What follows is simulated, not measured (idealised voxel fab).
The following is a process module called voxel wiring stack.
Pictured: cross-section cut, 225 nm wide, on a grid of 5 nm square cells.
Bands, listed from the top down, are how a cross-section gets written in this document; the cross-section itself is a grid of square cells, and a band is one or more rows of them.
Band: top and bottom heights (nm) first, top before bottom; then materials from left to right, widths in nm. "edge to edge" marks a sole material filling the band edge to edge. "empty" denotes empty space.
All heights in this document are referenced to 0, defined as the level beneath which the wafer, as received, consists entirely of one material. The lowest band is not bounded below; it extends indefinitely downward and is written in the form "0 and below".
Quick explanation for "30->40": the width changes in equal steps down the rows of cells, from the first number in the band's top row to the second number in its bottom row.
"no change occurred", as given for a step, is the statement that not any cell of the cross-section underwent a change during that step.
In "Voids, enclosed" the enclosed voids are listed, meaning empty spaces of 8 cells or larger without any opening to the top. The form is width x height at distance, distance from the left edge, units nm.
The remark found on a step's line after its settings is issued by the simulator itself and pertains to that step.
Steps that use a mask can have "overlay nm" on their line. It says how far the mask sat to the right of where it was meant to be. Negative means to the left.

Intended process steps
1,RECEIVE [material Si]
2,CONFORMAL_DEP [material SiO2] [thk nm 15]
3,CONFORMAL_DEP [material SiCN] [thk nm 5]
4,DIRECTIONAL_DEP [material SiO2] [thk nm 25]
5,PATTERN [tone open] [mask id METAL_1] [material resist] [width nm 25] [pitch nm 45] [thk nm 15] [overlay nm 0]
6,DIRECTIONAL_ETCH [etch materials SiO2] [depth nm 25]
7,DIRECTIONAL_ETCH [etch materials SiCN] [depth nm 5]
8,STRIP [etch materials resist]
9,CONFORMAL_DEP [material TiN] [thk nm 5]
10,FILL_DEP [material W] [thk nm 5]
11,CMP [height nm 45]
12,CONFORMAL_DEP [material SiCN] [thk nm 5]
13,DIRECTIONAL_DEP [material lowk] [thk nm 25]
14,PATTERN [tone open] [mask id METAL_2] [material resist] [width nm 25] [pitch nm 45] [thk nm 15] [overlay nm 0]
15,DIRECTIONAL_ETCH [etch materials lowk] [depth nm 15]
16,STRIP [etch materials resist]
17,PATTERN [tone open] [mask id METAL_2_HOLES] [material resist] [width nm 15] [pitch nm 45] [thk nm 15] [overlay nm 0]
18,DIRECTIONAL_ETCH [etch materials lowk] [depth nm 10]
19,DIRECTIONAL_ETCH [etch materials SiCN] [depth nm 5]
20,STRIP [etch materials resist]
21,CONFORMAL_DEP [material TiN] [thk nm 5]
22,FILL_DEP [material Cu] [thk nm 5]
23,CMP [height nm 75]
24,CONFORMAL_DEP [material SiCN] [thk nm 5]
25,DIRECTIONAL_DEP [material SiO2] [thk nm 15]
26,PATTERN [tone open] [mask id PLUG_2] [material resist] [width nm 15] [pitch nm 90] [thk nm 15] [overlay nm 0]
27,DIRECTIONAL_ETCH [etch materials SiO2] [depth nm 15]
28,DIRECTIONAL_ETCH [etch materials SiCN] [depth nm 5]
29,STRIP [etch materials resist]
30,CONFORMAL_DEP [material TiN] [thk nm 5]
31,FILL_DEP [material Cu] [thk nm 5]
32,CMP [height nm 95]
33,DIRECTIONAL_DEP [material TiN] [thk nm 5]
34,DIRECTIONAL_DEP [material W] [thk nm 20]
35,DIRECTIONAL_DEP [material aC] [thk nm 10]
36,PATTERN [tone cover] [mask id METAL_3] [material resist] [width nm 25] [pitch nm 45] [thk nm 25] [overlay nm 0]
37,DIRECTIONAL_ETCH [etch materials aC] [depth nm 10]
38,STRIP [etch materials resist]
39,DIRECTIONAL_ETCH [etch materials W] [depth nm 20]
40,DIRECTIONAL_ETCH [etch materials TiN] [depth nm 5]
41,STRIP [etch materials aC]
42,CONFORMAL_DEP [material SiCN] [thk nm 5]
43,FILL_DEP [material SiO2] [thk nm 10]
44,CMP [height nm 120]
45,CONFORMAL_DEP [material SiCN] [thk nm 5]
46,DIRECTIONAL_DEP [material lowk] [thk nm 25]
47,PATTERN [tone open] [mask id METAL_4] [material resist] [width nm 25] [pitch nm 45] [thk nm 15] [overlay nm 0]
48,DIRECTIONAL_ETCH [etch materials lowk] [depth nm 15]
49,STRIP [etch materials resist]
50,DIRECTIONAL_DEP [material aC] [thk nm 10]
51,PATTERN [tone open] [mask id METAL_4_HOLES] [material resist] [width nm 15] [pitch nm 45] [thk nm 30] [overlay nm 0]
52,DIRECTIONAL_ETCH [etch materials aC] [depth nm 10]
53,STRIP [etch materials resist]
54,DIRECTIONAL_ETCH [etch materials lowk] [depth nm 10]
55,DIRECTIONAL_ETCH [etch materials SiCN] [depth nm 5]
56,STRIP [etch materials aC]
57,CONFORMAL_DEP [material TiN] [thk nm 5]
58,FILL_DEP [material Ru] [thk nm 10]
59,CMP [height nm 150]
60,CONFORMAL_DEP [material SiCN] [thk nm 5]

The cross-section here shows the wafer as received, i.e. in its state after step 1
- 0 and below  Si edge to edge
- Voids, enclosed: none

Final cross-section, module run with one mistake (start and plan as above)
- 155 down to 150  SiCN edge to edge
- 150 down to 140  Ru edge to edge
- 140 down to 135  Ru 40 nm / TiN 20 nm / Ru 25 nm / TiN 20 nm / Ru 25 nm / TiN 20 nm / Ru 25 nm / TiN 20 nm / Ru 30 nm
- 135 down to 130  Ru 40 nm / TiN 5 nm / lowk 10 nm / TiN 5 nm / Ru 25 nm / TiN 5 nm / lowk 10 nm / TiN 5 nm / Ru 25 nm / TiN 5 nm / lowk 10 nm / TiN 5 nm / Ru 25 nm / TiN 5 nm / lowk 10 nm / TiN 5 nm / Ru 30 nm
- 130 down to 125  TiN 35 nm / Ru 5 nm / TiN 5 nm / lowk 10 nm / TiN 25 nm / Ru 5 nm / TiN 5 nm / lowk 10 nm / TiN 25 nm / Ru 5 nm / TiN 5 nm / lowk 10 nm / TiN 25 nm / Ru 5 nm / TiN 5 nm / lowk 10 nm / TiN 35 nm
- 125 down to 120  SiCN 30 nm / TiN 15 nm / SiCN 30 nm / TiN 15 nm / SiCN 30 nm / TiN 15 nm / SiCN 30 nm / TiN 15 nm / SiCN 45 nm
- 120 down to 100  SiO2 25 nm / SiCN 5 nm / W 25 nm / SiCN 5 nm / SiO2 10 nm / SiCN 5 nm / W 25 nm / SiCN 5 nm / SiO2 10 nm / SiCN 5 nm / W 25 nm / SiCN 5 nm / SiO2 10 nm / SiCN 5 nm / W 25 nm / SiCN 5 nm / SiO2 30 nm
- 100 down to 95  SiCN 30 nm / TiN 25 nm / SiCN 20 nm / TiN 25 nm / SiCN 20 nm / TiN 25 nm / SiCN 20 nm / TiN 25 nm / SiCN 35 nm
- 95 down to 80  SiO2 30 nm / TiN 5 nm / Cu 5 nm / TiN 5 nm / SiO2 75 nm / TiN 5 nm / Cu 5 nm / TiN 5 nm / SiO2 90 nm
- 80 down to 75  SiCN 30 nm / TiN 15 nm / SiCN 75 nm / TiN 15 nm / SiCN 90 nm
- 75 down to 65  lowk 30 nm / TiN 5 nm / Cu 15 nm / TiN 5 nm / lowk 20 nm / TiN 5 nm / Cu 15 nm / TiN 5 nm / lowk 20 nm / TiN 5 nm / Cu 15 nm / TiN 5 nm / lowk 20 nm / TiN 5 nm / Cu 15 nm / TiN 5 nm / lowk 35 nm
- 65 down to 60  lowk 30 nm / TiN 5 nm / Cu 5 nm / TiN 15 nm / lowk 20 nm / TiN 5 nm / Cu 5 nm / TiN 15 nm / lowk 20 nm / TiN 5 nm / Cu 5 nm / TiN 15 nm / lowk 20 nm / TiN 5 nm / Cu 5 nm / TiN 15 nm / lowk 35 nm
- 60 down to 50  lowk 30 nm / TiN 5 nm / Cu 5 nm / TiN 5 nm / lowk 30 nm / TiN 5 nm / Cu 5 nm / TiN 5 nm / lowk 30 nm / TiN 5 nm / Cu 5 nm / TiN 5 nm / lowk 30 nm / TiN 5 nm / Cu 5 nm / TiN 5 nm / lowk 45 nm
- 50 down to 45  SiCN 30 nm / TiN 15 nm / SiCN 30 nm / TiN 15 nm / SiCN 30 nm / TiN 15 nm / SiCN 30 nm / TiN 15 nm / SiCN 45 nm
- 45 down to 20  SiO2 30 nm / TiN 5 nm / W 15 nm / TiN 5 nm / SiO2 20 nm / TiN 5 nm / W 15 nm / TiN 5 nm / SiO2 20 nm / TiN 5 nm / W 15 nm / TiN 5 nm / SiO2 20 nm / TiN 5 nm / W 15 nm / TiN 5 nm / SiO2 35 nm
- 20 down to 15  SiCN 30 nm / TiN 25 nm / SiCN 20 nm / TiN 25 nm / SiCN 20 nm / TiN 25 nm / SiCN 20 nm / TiN 25 nm / SiCN 35 nm
- 15 down to 0  SiO2 edge to edge
- 0 and below  Si edge to edge
- Voids, enclosed: none
Where did the run depart from the plan? steps 46 and 47 were swapped
